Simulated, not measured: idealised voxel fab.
You're looking at the process module voxel fin reveal.
The cross-section on display is named cut; it measures 230 nm wide, and its cells are 5 nm squares.
For the purposes of this document, a cross-section shall be understood as a grid of square cells, specified as bands listed in top-to-bottom order, each band consisting of one or more rows of cells. Read a band's entry like this: the first values are the height of its top and the height of its bottom in nm, and what follows is the sequence of materials from left to right, each with its width in nm. Note that "air" is empty space, and that a single material marked "all across" reaches across the band from edge to edge. It should be noted that heights are counted from 0, beneath which the wafer as supplied is of one material throughout, and that the lowest band possesses no lower boundary but continues downward, as written in "0..down". With a width like "30 to 40", each row of cells in the band differs from the next by the same amount, the top row carrying the first number and the bottom row the second. "left unchanged" after a step means that no cell of the cross-section changed. Heads up: "Completely enclosed voids" only lists the empty pockets with no open path to the top that are 8 cells or more, and it writes them as width x height at distance, distance from the left edge, in nm. Read whatever lies past the settings on a step's line as the simulator's own remark about the step. "overlay nm", when on a step's line for a step with a mask, measures how far to the right of its planned place the mask lay; a negative measure means to the left.

### These are the steps we planned for the process
1: RECEIVE with material Si
2: CONFORMAL_DEP with material SiN, thk nm 5
3: MASKED_ETCH with tone cover, mask id FINS, width nm 15, pitch nm 35, etch materials SiN, depth nm 5, overlay nm 0
4: MASKED_ETCH with tone cover, mask id FINS, width nm 15, pitch nm 35, etch materials Si, depth nm 30, overlay nm 0
5: OXIDIZE with depth nm 5
6: FILL_DEP with material SiO2, thk nm 5
7: CMP with height nm 5
8: SELECTIVE_ETCH with etch materials SiO2, depth nm 25
9: STRIP with etch materials SiN

### Wafer cross-section on receipt, i.e. after step 1
0..down | Si all across
Completely enclosed voids: none

### Cross-sectional image of the first of two wafers at the end of the module, the run having proceeded as planned
0..-20 | air (95), then Si (5), then air (30), then Si (5), then air (95)
-20..-35 | SiO2 (95), then Si (5), then SiO2 (30), then Si (5), then SiO2 (95)
-35..down | Si all across
Completely enclosed voids: none

### Second wafer through the module, sectioned at the end: same beginning and same plan as the first wafer, with one mistake in carrying it out
0..-5 | Si (85), then air (25), then Si (10), then air (25), then Si (85)
-5..down | Si all across
Completely enclosed voids: none
Misprocessing identified: step 3 was not run as planned; what actually ran was MASKED_ETCH with tone open, mask id FINS, width nm 15, pitch nm 35, etch materials SiN, depth nm 5, overlay nm 0
FYI, end of process, the second wafer has more or fewer cells of some materials than the first: Si +298, SiO2 -132
